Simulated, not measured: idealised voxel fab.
Process module name: voxel gate over fins
Square cells of 5 nm make up the cross-section cut, whose width is 180 nm.
Think of the cross-section as a grid of square cells. We describe it in bands, top to bottom, and each band covers one or more rows of those cells.
First you get the band's top height and its bottom height, in nm, and then the materials it's made of, left to right, with each width in nm. If you see a single material with "all across", that one covers the band edge to edge. "air" is empty space.
The reference from which all heights are counted is 0, the level beneath which the as-received wafer is entirely one material; the lowest band, having no lower bound, proceeds downward and is written after the example "0 down".
A width given as "30 to 40" starts at the first number in the band's top row and ends at the second number in its bottom row, shifting by an equal amount at every step from row to row.
For the purposes of this document, the phrase "no modification" attached to a step denotes that no cell within the cross-section was modified by that step.
Any empty space of 8 cells or more lacking an open way to the top shows up in "Unvented cavities" as width x height at distance, distance from the left edge, in nm.
Whatever follows a step's settings on its line is a remark the simulator itself makes about that step.
When a step includes a mask, the "overlay nm" setting on its line states how far to the right of its planned place that mask lay, and negative values state how far to the left.
PROCESS STEPS (PLANNED)
step 1: RECEIVE: material Si
step 2: CONFORMAL_DEP: material SiN, thk nm 5
step 3: PATTERN: tone cover, mask id FINS, material resist, width nm 15, pitch nm 35, thk nm 15, overlay nm 0
step 4: DIRECTIONAL_ETCH: etch materials SiN, depth nm 5
step 5: DIRECTIONAL_ETCH: etch materials Si, depth nm 35
step 6: STRIP: etch materials resist
step 7: FILL_DEP: material SiO2, thk nm 5
step 8: CMP: height nm 5
step 9: SELECTIVE_ETCH: etch materials SiO2, depth nm 15
step 10: STRIP: etch materials SiN
step 11: CONFORMAL_DEP: material HfO2, thk nm 5
step 12: CONFORMAL_DEP: material TiN, thk nm 5
step 13: FILL_DEP: material W, thk nm 10
step 14: CMP: height nm 15
step 15: CONFORMAL_DEP: material SiN, thk nm 5
FIRST OF TWO WAFERS - AS PLANNED
AS-RECEIVED STATE OF THE WAFER IN CROSS-SECTION, EQUIVALENT TO POST-STEP 1
* 0 down: Si all across
* Unvented cavities: none
STATE OF THE WAFER AFTER STEP 2, SHOWN IN CROSS-SECTION
* 5 to 0: SiN all across
* Below a height of 0, the structure has not been altered.
STATE OF THE WAFER AFTER STEP 3, SHOWN IN CROSS-SECTION
* 20 to 5: 45 nm air, then 15 nm resist, then 20 nm air, then 15 nm resist, then 20 nm air, then 15 nm resist, then 50 nm air
* Below a height of 5, the structure has not been altered.
STATE OF THE WAFER AFTER STEP 4, SHOWN IN CROSS-SECTION
* 20 to 5: 45 nm air, then 15 nm resist, then 20 nm air, then 15 nm resist, then 20 nm air, then 15 nm resist, then 50 nm air
* 5 to 0: 45 nm air, then 15 nm SiN, then 20 nm air, then 15 nm SiN, then 20 nm air, then 15 nm SiN, then 50 nm air
* Below a height of 0, the structure has not been altered.
STATE OF THE WAFER AFTER STEP 5, SHOWN IN CROSS-SECTION
* 20 to 5: 45 nm air, then 15 nm resist, then 20 nm air, then 15 nm resist, then 20 nm air, then 15 nm resist, then 50 nm air
* 5 to 0: 45 nm air, then 15 nm SiN, then 20 nm air, then 15 nm SiN, then 20 nm air, then 15 nm SiN, then 50 nm air
* 0 to -35: 45 nm air, then 15 nm Si, then 20 nm air, then 15 nm Si, then 20 nm air, then 15 nm Si, then 50 nm air
* Below a height of -35, the structure has not been altered.
STATE OF THE WAFER AFTER STEP 6, SHOWN IN CROSS-SECTION
* 5 to 0: 45 nm air, then 15 nm SiN, then 20 nm air, then 15 nm SiN, then 20 nm air, then 15 nm SiN, then 50 nm air
* Below a height of 0, the structure has not been altered.
STATE OF THE WAFER AFTER STEP 7, SHOWN IN CROSS-SECTION
* 10 to 5: SiO2 all across
* 5 to 0: 45 nm SiO2, then 15 nm SiN, then 20 nm SiO2, then 15 nm SiN, then 20 nm SiO2, then 15 nm SiN, then 50 nm SiO2
* 0 to -35: 45 nm SiO2, then 15 nm Si, then 20 nm SiO2, then 15 nm Si, then 20 nm SiO2, then 15 nm Si, then 50 nm SiO2
* Below a height of -35, the structure has not been altered.
STATE OF THE WAFER AFTER STEP 8, SHOWN IN CROSS-SECTION
* 5 to 0: 45 nm SiO2, then 15 nm SiN, then 20 nm SiO2, then 15 nm SiN, then 20 nm SiO2, then 15 nm SiN, then 50 nm SiO2
* Below a height of 0, the structure has not been altered.
STATE OF THE WAFER AFTER STEP 9, SHOWN IN CROSS-SECTION
* 5 to 0: 45 nm air, then 15 nm SiN, then 20 nm air, then 15 nm SiN, then 20 nm air, then 15 nm SiN, then 50 nm air
* 0 to -10: 45 nm air, then 15 nm Si, then 20 nm air, then 15 nm Si, then 20 nm air, then 15 nm Si, then 50 nm air
* Below a height of -10, the structure has not been altered.
STATE OF THE WAFER AFTER STEP 10, SHOWN IN CROSS-SECTION
* 0 to -10: 45 nm air, then 15 nm Si, then 20 nm air, then 15 nm Si, then 20 nm air, then 15 nm Si, then 50 nm air
* Below a height of -10, the structure has not been altered.
STATE OF THE WAFER AFTER STEP 11, SHOWN IN CROSS-SECTION
* 5 to 0: 40 nm air, then 25 nm HfO2, then 10 nm air, then 25 nm HfO2, then 10 nm air, then 25 nm HfO2, then 45 nm air
* 0 to -5: 40 nm air, then 5 nm HfO2, then 15 nm Si, then 5 nm HfO2, then 10 nm air, then 5 nm HfO2, then 15 nm Si, then 5 nm HfO2, then 10 nm air, then 5 nm HfO2, then 15 nm Si, then 5 nm HfO2, then 45 nm air
* -5 to -10: 45 nm HfO2, then 15 nm Si, then 20 nm HfO2, then 15 nm Si, then 20 nm HfO2, then 15 nm Si, then 50 nm HfO2
* Below a height of -10, the structure has not been altered.
STATE OF THE WAFER AFTER STEP 12, SHOWN IN CROSS-SECTION
* 10 to 5: 35 nm air, then 105 nm TiN, then 40 nm air
* 5 to 0: 35 nm air, then 5 nm TiN, then 25 nm HfO2, then 10 nm TiN, then 25 nm HfO2, then 10 nm TiN, then 25 nm HfO2, then 5 nm TiN, then 40 nm air
* 0 to -5: 40 nm TiN, then 5 nm HfO2, then 15 nm Si, then 5 nm HfO2, then 10 nm TiN, then 5 nm HfO2, then 15 nm Si, then 5 nm HfO2, then 10 nm TiN, then 5 nm HfO2, then 15 nm Si, then 5 nm HfO2, then 45 nm TiN
* Below a height of -5, the structure has not been altered.
STATE OF THE WAFER AFTER STEP 13, SHOWN IN CROSS-SECTION
* 20 to 10: W all across
* 10 to 5: 35 nm W, then 105 nm TiN, then 40 nm W
* 5 to 0: 35 nm W, then 5 nm TiN, then 25 nm HfO2, then 10 nm TiN, then 25 nm HfO2, then 10 nm TiN, then 25 nm HfO2, then 5 nm TiN, then 40 nm W
* Below a height of 0, the structure has not been altered.
STATE OF THE WAFER AFTER STEP 14, SHOWN IN CROSS-SECTION
* 15 to 10: W all across
* Below a height of 10, the structure has not been altered.
STATE OF THE WAFER AFTER STEP 15, SHOWN IN CROSS-SECTION
* 20 to 15: SiN all across
* Below a height of 15, the structure has not been altered.
NOW THE OTHER WAFER: SAME START, SAME RECIPE, BUT WE MESSED UP ONE THING WHEN RUNNING IT. UP TO AND INCLUDING STEP 2 IT'S THE SAME AS THE FIRST ONE
HERE IS THE SECOND WAFER IN CROSS-SECTION AT THE POINT WHERE STEP 3 OF THE PLAN SHOULD HAVE BEEN DONE
* 20 to 5: 45 nm resist, then 15 nm air, then 20 nm resist, then 15 nm air, then 20 nm resist, then 15 nm air, then 50 nm resist
* Below a height of 5, the structure has not been altered.
HERE IS THE SECOND WAFER IN CROSS-SECTION AT THE POINT WHERE STEP 4 OF THE PLAN SHOULD HAVE BEEN DONE
* 20 to 5: 45 nm resist, then 15 nm air, then 20 nm resist, then 15 nm air, then 20 nm resist, then 15 nm air, then 50 nm resist
* 5 to 0: 45 nm SiN, then 15 nm air, then 20 nm SiN, then 15 nm air, then 20 nm SiN, then 15 nm air, then 50 nm SiN
* Below a height of 0, the structure has not been altered.
HERE IS THE SECOND WAFER IN CROSS-SECTION AT THE POINT WHERE STEP 5 OF THE PLAN SHOULD HAVE BEEN DONE
* 20 to 5: 45 nm resist, then 15 nm air, then 20 nm resist, then 15 nm air, then 20 nm resist, then 15 nm air, then 50 nm resist
* 5 to 0: 45 nm SiN, then 15 nm air, then 20 nm SiN, then 15 nm air, then 20 nm SiN, then 15 nm air, then 50 nm SiN
* 0 to -35: 45 nm Si, then 15 nm air, then 20 nm Si, then 15 nm air, then 20 nm Si, then 15 nm air, then 50 nm Si
* Below a height of -35, the structure has not been altered.
HERE IS THE SECOND WAFER IN CROSS-SECTION AT THE POINT WHERE STEP 6 OF THE PLAN SHOULD HAVE BEEN DONE
* 5 to 0: 45 nm SiN, then 15 nm air, then 20 nm SiN, then 15 nm air, then 20 nm SiN, then 15 nm air, then 50 nm SiN
* Below a height of 0, the structure has not been altered.
HERE IS THE SECOND WAFER IN CROSS-SECTION AT THE POINT WHERE STEP 7 OF THE PLAN SHOULD HAVE BEEN DONE
* 10 to 5: SiO2 all across
* 5 to 0: 45 nm SiN, then 15 nm SiO2, then 20 nm SiN, then 15 nm SiO2, then 20 nm SiN, then 15 nm SiO2, then 50 nm SiN
* 0 to -35: 45 nm Si, then 15 nm SiO2, then 20 nm Si, then 15 nm SiO2, then 20 nm Si, then 15 nm SiO2, then 50 nm Si
* Below a height of -35, the structure has not been altered.
HERE IS THE SECOND WAFER IN CROSS-SECTION AT THE POINT WHERE STEP 8 OF THE PLAN SHOULD HAVE BEEN DONE
* 5 to 0: 45 nm SiN, then 15 nm SiO2, then 20 nm SiN, then 15 nm SiO2, then 20 nm SiN, then 15 nm SiO2, then 50 nm SiN
* Below a height of 0, the structure has not been altered.
HERE IS THE SECOND WAFER IN CROSS-SECTION AT THE POINT WHERE STEP 9 OF THE PLAN SHOULD HAVE BEEN DONE
* 5 to 0: 45 nm SiN, then 15 nm air, then 20 nm SiN, then 15 nm air, then 20 nm SiN, then 15 nm air, then 50 nm SiN
* 0 to -10: 45 nm Si, then 15 nm air, then 20 nm Si, then 15 nm air, then 20 nm Si, then 15 nm air, then 50 nm Si
* Below a height of -10, the structure has not been altered.
HERE IS THE SECOND WAFER IN CROSS-SECTION AT THE POINT WHERE STEP 10 OF THE PLAN SHOULD HAVE BEEN DONE
* 0 to -10: 45 nm Si, then 15 nm air, then 20 nm Si, then 15 nm air, then 20 nm Si, then 15 nm air, then 50 nm Si
* Below a height of -10, the structure has not been altered.
HERE IS THE SECOND WAFER IN CROSS-SECTION AT THE POINT WHERE STEP 11 OF THE PLAN SHOULD HAVE BEEN DONE
* 5 to 0: 50 nm HfO2, then 5 nm air, then 30 nm HfO2, then 5 nm air, then 30 nm HfO2, then 5 nm air, then 55 nm HfO2
* 0 to -5: 45 nm Si, then 5 nm HfO2, then 5 nm air, then 5 nm HfO2, then 20 nm Si, then 5 nm HfO2, then 5 nm air, then 5 nm HfO2, then 20 nm Si, then 5 nm HfO2, then 5 nm air, then 5 nm HfO2, then 50 nm Si
* -5 to -10: 45 nm Si, then 15 nm HfO2, then 20 nm Si, then 15 nm HfO2, then 20 nm Si, then 15 nm HfO2, then 50 nm Si
* Below a height of -10, the structure has not been altered.
HERE IS THE SECOND WAFER IN CROSS-SECTION AT THE POINT WHERE STEP 12 OF THE PLAN SHOULD HAVE BEEN DONE
* 10 to 5: TiN all across
* 5 to 0: 50 nm HfO2, then 5 nm TiN, then 30 nm HfO2, then 5 nm TiN, then 30 nm HfO2, then 5 nm TiN, then 55 nm HfO2
* 0 to -5: 45 nm Si, then 5 nm HfO2, then 5 nm TiN, then 5 nm HfO2, then 20 nm Si, then 5 nm HfO2, then 5 nm TiN, then 5 nm HfO2, then 20 nm Si, then 5 nm HfO2, then 5 nm TiN, then 5 nm HfO2, then 50 nm Si
* Below a height of -5, the structure has not been altered.
HERE IS THE SECOND WAFER IN CROSS-SECTION AT THE POINT WHERE STEP 13 OF THE PLAN SHOULD HAVE BEEN DONE
* 20 to 10: W all across
* Below a height of 10, the structure has not been altered.
HERE IS THE SECOND WAFER IN CROSS-SECTION AT THE POINT WHERE STEP 14 OF THE PLAN SHOULD HAVE BEEN DONE
* 15 to 10: W all across
* Below a height of 10, the structure has not been altered.
HERE IS THE SECOND WAFER IN CROSS-SECTION AT THE POINT WHERE STEP 15 OF THE PLAN SHOULD HAVE BEEN DONE
* 20 to 15: SiN all across
* Below a height of 15, the structure has not been altered.
So what did we get wrong on this run? heads up, step 3 didn't go per plan, it actually ran as PATTERN: tone open, mask id FINS, material resist, width nm 15, pitch nm 35, thk nm 15, overlay nm 0
Per the end-of-run cell counts, the second wafer holds more or fewer of some materials than the first: +126 Si, -90 SiO2, -6 TiN, -30 W
